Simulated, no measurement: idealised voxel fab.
The process module presented herein is designated voxel ribs on slabs.
The width of the displayed cross-section, cut, is 215 nm; its cells are square, with a size of 5 nm.
Cross-section spec: square-cell grid; bands listed top down; each band is one or more rows. Top height, bottom height, nm. Materials left to right, width each, nm. Single material + "full width" = fills band edge to edge. "blank" = empty. A quick word on heights: they are counted from 0, and under that level the wafer as it came to us is one material throughout. The lowest band is different from the rest in having no bottom; it simply continues downward, written as in "from 0 down". Width spec "30..40" -> top row of cells at first value, bottom row at second value, equal per-row change in between. "no alterations made" (step): cross-section cells unchanged, all of them. The list in "Closed void entries" covers empty spaces of 8 cells or more that cannot reach the top through any open way, and it gives each as width x height at distance; the distance is from the left edge, and width, height and distance are in nm. Whatever follows a step's settings on its line is a remark the simulator itself makes about that step. The line of a step may include "overlay nm". On a step with a mask, this value is how far to the right of its planned place the mask lay. A negative value means the mask lay to the left. Pairs from here to the end. Each: cross-section before one process step, cross-section after it, the latter only as far down as the lowest band that changed. Under each: the step between, and its settings. Mind that the pairs may be taken from different runs of this module on the same starting wafer; whether a pair continues from the pair above depends on its entry headed "State on entry", and it does only where that entry says so.
STATE ON ENTRY
	from 75 to 70 | blank 95; W 25; blank 95
	from 70 to 65 | SiO2 full width
	from 65 to 55 | SiO2 100; SiN 15; SiO2 100
	from 55 to 45 | SiO2 100; polySi 15; SiO2 100
	from 45 to 35 | SiN 100; polySi 15; SiN 100
	from 35 to 30 | polySi full width
	from 30 to 0 | SiO2 full width
	from 0 down | Si full width
	Closed void entries: none
CROSS-SECTION THEREAFTER
	from 80 to 75 | blank 90; SiN 35; blank 90
	from 75 to 70 | SiN 95; W 25; SiN 95
	Everything below 70 is unchanged.
	Closed void entries: none
Looking at the two cross-sections above, the step in the middle is CONFORMAL_DEP [material SiN] [thk nm 5]
STATE ON ENTRY
	from 70 to 55 | aC full width
	from 55 to 30 | polySi full width
	from 30 to 0 | SiO2 full width
	from 0 down | Si full width
	Closed void entries: none
CROSS-SECTION THEREAFTER
	from 105 to 70 | resist 100; blank 15; resist 100
	Everything below 70 is unchanged.
	Closed void entries: none
Looking at the two cross-sections above, the step in the middle is PATTERN [tone open] [mask id RIB] [material resist] [width nm 15] [thk nm 35] [overlay nm 0]
State on entry: just use the after drawing of the pair above as your starting point.
CROSS-SECTION THEREAFTER
	from 90 to 70 | resist 100; blank 15; resist 100
	from 70 to 55 | aC 100; blank 15; aC 100
	Everything below 55 is unchanged.
	Closed void entries: none
Looking at the two cross-sections above, the step in the middle is DIRECTIONAL_ETCH [etch materials aC] [depth nm 15]
State on entry: just use the after drawing of the pair above as your starting point.
CROSS-SECTION THEREAFTER
	from 70 to 55 | aC 100; blank 15; aC 100
	Everything below 55 is unchanged.
	Closed void entries: none
Looking at the two cross-sections above, the step in the middle is STRIP [etch materials resist]
State on entry: just use the after drawing of the pair above as your starting point.
CROSS-SECTION THEREAFTER
	from 70 to 55 | aC 100; blank 15; aC 100
	from 55 to 35 | polySi 100; blank 15; polySi 100
	Everything below 35 is unchanged.
	Closed void entries: none
Looking at the two cross-sections above, the step in the middle is DIRECTIONAL_ETCH [etch materials polySi] [depth nm 20]
State on entry: just use the after drawing of the pair above as your starting point.
CROSS-SECTION THEREAFTER
	from 55 to 35 | polySi 100; blank 15; polySi 100
	Everything below 35 is unchanged.
	Closed void entries: none
Looking at the two cross-sections above, the step in the middle is STRIP [etch materials aC]
State on entry: just use the after drawing of the pair above as your starting point.
CROSS-SECTION THEREAFTER
	from 65 to 55 | aC 100; blank 15; aC 100
	from 55 to 45 | polySi 100; blank 15; polySi 100
	from 45 to 35 | polySi 100; aC 15; polySi 100
	Everything below 35 is unchanged.
	Closed void entries: none
Looking at the two cross-sections above, the step in the middle is DIRECTIONAL_DEP [material aC] [thk nm 10]
State on entry: just use the after drawing of the pair above as your starting point.
CROSS-SECTION THEREAFTER
	from 95 to 65 | blank 80; resist 55; blank 80
	from 65 to 55 | aC 100; resist 15; aC 100
	from 55 to 45 | polySi 100; resist 15; polySi 100
	Everything below 45 is unchanged.
	Closed void entries: none
Looking at the two cross-sections above, the step in the middle is PATTERN [tone cover] [mask id SLAB] [material resist] [width nm 55] [thk nm 30] [overlay nm 0]
State on entry: just use the after drawing of the pair above as your starting point.
CROSS-SECTION THEREAFTER
	from 85 to 65 | blank 80; resist 55; blank 80
	from 65 to 55 | blank 80; aC 20; resist 15; aC 20; blank 80
	Everything below 55 is unchanged.
	Closed void entries: none
Looking at the two cross-sections above, the step in the middle is DIRECTIONAL_ETCH [etch materials aC] [depth nm 10]
State on entry: just use the after drawing of the pair above as your starting point.
CROSS-SECTION THEREAFTER
	from 65 to 55 | blank 80; aC 20; blank 15; aC 20; blank 80
	from 55 to 45 | polySi 100; blank 15; polySi 100
	Everything below 45 is unchanged.
	Closed void entries: none
Looking at the two cross-sections above, the step in the middle is STRIP [etch materials resist]
State on entry: just use the after drawing of the pair above as your starting point.
CROSS-SECTION THEREAFTER
	from 65 to 55 | blank 80; aC 20; blank 15; aC 20; blank 80
	from 55 to 50 | blank 80; polySi 20; blank 15; polySi 20; blank 80
	Everything below 50 is unchanged.
	Closed void entries: none
Looking at the two cross-sections above, the step in the middle is DIRECTIONAL_ETCH [etch materials polySi] [depth nm 5]
State on entry: just use the after drawing of the pair above as your starting point.
CROSS-SECTION THEREAFTER
	from 55 to 50 | blank 80; polySi 20; blank 15; polySi 20; blank 80
	from 50 to 35 | polySi 100; blank 15; polySi 100
	Everything below 35 is unchanged.
	Closed void entries: none
Looking at the two cross-sections above, the step in the middle is STRIP [etch materials aC]
State on entry: just use the after drawing of the pair above as your starting point.
CROSS-SECTION THEREAFTER
	from 80 to 55 | SiO2 full width
	from 55 to 50 | SiO2 80; polySi 20; SiO2 15; polySi 20; SiO2 80
	from 50 to 35 | polySi 100; SiO2 15; polySi 100
	Everything below 35 is unchanged.
	Closed void entries: none
Looking at the two cross-sections above, the step in the middle is FILL_DEP [material SiO2] [thk nm 25]
State on entry: just use the after drawing of the pair above as your starting point.
CROSS-SECTION THEREAFTER
	from 70 to 55 | SiO2 full width
	Everything below 55 is unchanged.
	Closed void entries: none
Looking at the two cross-sections above, the step in the middle is CMP [height nm 70]
State on entry: just use the after drawing of the pair above as your starting point.
CROSS-SECTION THEREAFTER
	from 75 to 70 | W full width
	Everything below 70 is unchanged.
	Closed void entries: none
Looking at the two cross-sections above, the step in the middle is DIRECTIONAL_DEP [material W] [thk nm 5]
State on entry: just use the after drawing of the pair above as your starting point.
CROSS-SECTION THEREAFTER
	from 75 to 70 | blank 95; W 25; blank 95
	Everything below 70 is unchanged.
	Closed void entries: none
Looking at the two cross-sections above, the step in the middle is MASKED_ETCH [tone cover] [mask id HEATER] [width nm 25] [etch materials W] [depth nm 5] [overlay nm 0]
State on entry: just use the after drawing of the pair above as your starting point.
CROSS-SECTION THEREAFTER
	from 80 to 75 | blank 90; SiN 35; blank 90
	from 75 to 70 | SiN 95; W 25; SiN 95
	Everything below 70 is unchanged.
	Closed void entries: none
Looking at the two cross-sections above, the step in the middle is CONFORMAL_DEP [material SiN] [thk nm 5]
